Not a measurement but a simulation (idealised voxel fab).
Title: Process Module voxel self aligned contacts
Displayed cross-section: cut, width of 300 nm, square cells sized 5 nm.
Think of the cross-section as a grid of square cells. We describe it in bands, top to bottom, and each band covers one or more rows of those cells. It is stipulated that each band's entry specify, in nanometres, the height of the top of the band and then that of its bottom, followed by the materials of the band in left-to-right sequence, each together with its width in nanometres. A single material marked by the word "edge to edge" is understood to fill the band from edge to edge; the word "empty" is understood to denote empty space. Heights are reckoned from 0. Under this level, the received wafer is all of one material. The bottommost band is open-ended downward, for example "top 0, no bottom". Width: "30->40" (first number = top row, second number = bottom row, same change from row to row of cells). It should be understood that the words "remained the same", when stated for a given step, signify that the cross-section underwent no change in any of its cells during that step. The entry titled "Closed empty spaces" provides the empty spaces that have no open way to the top, restricted to those of 8 cells or more. Each is presented as width x height at distance, the distance being measured from the left edge, with all three in nm. Where a step's line continues beyond its settings, the continuation is a remark by the simulator itself on that step. The line of a step may include "overlay nm". On a step with a mask, this value is how far to the right of its planned place the mask lay. A negative value means the mask lay to the left.
PROCESS STEPS (PLANNED)
step 1: RECEIVE [material Si]
step 2: OXIDIZE [depth nm 5]
step 3: DIRECTIONAL_DEP [material polySi] [thk nm 30]
step 4: DIRECTIONAL_DEP [material SiN] [thk nm 20]
step 5: DIRECTIONAL_DEP [material aC] [thk nm 15]
step 6: PATTERN [tone cover] [mask id GATE] [material resist] [width nm 35] [pitch nm 80] [thk nm 35] [overlay nm 0]
step 7: DIRECTIONAL_ETCH [etch materials aC] [depth nm 15]
step 8: STRIP [etch materials resist]
step 9: DIRECTIONAL_ETCH [etch materials SiN] [depth nm 20]
step 10: DIRECTIONAL_ETCH [etch materials polySi] [depth nm 30]
step 11: STRIP [etch materials aC]
step 12: CONFORMAL_DEP [material SiN] [thk nm 10]
step 13: DIRECTIONAL_ETCH [etch materials SiN] [depth nm 10]
step 14: FILL_DEP [material SiO2] [thk nm 20]
step 15: CMP [height nm 60]
step 16: PATTERN [tone open] [mask id CONTACT] [material resist] [width nm 65] [thk nm 15] [overlay nm 0]
step 17: DIRECTIONAL_ETCH [etch materials SiO2] [depth nm 65]
step 18: STRIP [etch materials resist]
step 19: CONFORMAL_DEP [material TiN] [thk nm 5]
step 20: FILL_DEP [material W] [thk nm 5]
step 21: CMP [height nm 60]
step 22: CONFORMAL_DEP [material SiN] [thk nm 5]
THE CROSS-SECTION HERE SHOWS THE WAFER AS RECEIVED, I.E. IN ITS STATE AFTER STEP 1
top 0, no bottom  Si edge to edge
Closed empty spaces: none
FINAL CROSS-SECTION, MODULE RUN WITH ONE MISTAKE (START AND PLAN AS ABOVE)
top 65, bottom 60  SiN edge to edge
top 60, bottom 50  115 nm SiO2  5->25 nm TiN  55->15 nm W  5->25 nm TiN  120 nm SiO2
top 50, bottom 30  80 nm SiO2  55 nm SiN  5 nm TiN  15 nm W  5 nm TiN  55 nm SiN  85 nm SiO2
top 30, bottom 15  80 nm SiO2  10 nm SiN  35 nm polySi  10 nm SiN  5 nm TiN  15 nm W  5 nm TiN  10 nm SiN  35 nm polySi  10 nm SiN  85 nm SiO2
top 15, bottom 10  80 nm SiO2  10 nm SiN  35 nm polySi  10 nm SiN  25 nm TiN  10 nm SiN  35 nm polySi  10 nm SiN  85 nm SiO2
top 10, bottom 0  90 nm SiN  35 nm polySi  45 nm SiN  35 nm polySi  95 nm SiN
top 0, bottom -5  SiO2 edge to edge
top -5, no bottom  Si edge to edge
Closed empty spaces: none
Want to know what went wrong? steps 12 and 13 of the plan were run in the wrong order, each in the other's place
